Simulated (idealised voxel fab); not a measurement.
You're looking at the process module voxel spacer lines.
The width of the displayed cross-section, cut, is 290 nm; its cells are square, with a size of 5 nm.
Bands, listed from the top down, are how a cross-section gets written in this document; the cross-section itself is a grid of square cells, and a band is one or more rows of them. What a band's entry tells you: where the top is and where the bottom is, as heights in nm, and after that what lies inside, material by material from left to right, each with its width in nm. Empty space is written as the word "air", and a single material marked with the word "throughout" occupies the band from edge to edge. For the purposes of this specification, 0 denotes the height below which the wafer in its as-received condition is composed wholly of one material, and the lowermost band, lacking a lower limit, extends downward without end, as expressed in "z 0 and below". The width entry "30 to 40" should be interpreted row by row: the top row of cells in the band takes the first number, the bottom row takes the second number, and the change between adjacent rows is uniform throughout. "left unchanged" after a step means that no cell of the cross-section changed. Enclosed voids (no open way to top), threshold 8 cells or more, entry "Enclosed void entries", notation width x height at distance, distance from left edge, nm. That trailing text on a step's line, after the settings, is the simulator's own remark on the step. For masked steps, "overlay nm" on the step line gives how far right of plan the mask actually lay; a minus sign means it lay to the left.
# Set out below are the planned steps of the process
1 RECEIVE, material Si
2 CONFORMAL_DEP, material Al2O3, thk nm 10
3 DIRECTIONAL_DEP, material polySi, thk nm 20
4 DIRECTIONAL_DEP, material aC, thk nm 20
5 PATTERN, tone cover, mask id MANDREL, material resist, width nm 20, pitch nm 70, thk nm 30, overlay nm 0
6 DIRECTIONAL_ETCH, etch materials aC, depth nm 20
7 STRIP, etch materials resist
8 CONFORMAL_DEP, material SiN, thk nm 15
9 DIRECTIONAL_ETCH, etch materials SiN, depth nm 15
10 STRIP, etch materials aC
11 DIRECTIONAL_ETCH, etch materials polySi, depth nm 20
12 STRIP, etch materials SiN
13 FILL_DEP, material lowk, thk nm 5
14 CMP, height nm 30
# Incoming wafer, cross-sectional view, post step 1
* z 0 and below = Si throughout
* Enclosed void entries: none
# Here's the wafer cut in cross-section after the module, started and planned just like above, except one thing was done wrong in the run
* z 25 to 10 = lowk 85 / polySi 15 / lowk 20 / polySi 15 / lowk 20 / polySi 15 / lowk 20 / polySi 15 / lowk 85
* z 10 to 0 = Al2O3 throughout
* z 0 and below = Si throughout
* Enclosed void entries: none
What was the processing mistake? not per plan at step 14, really ran CMP, height nm 25
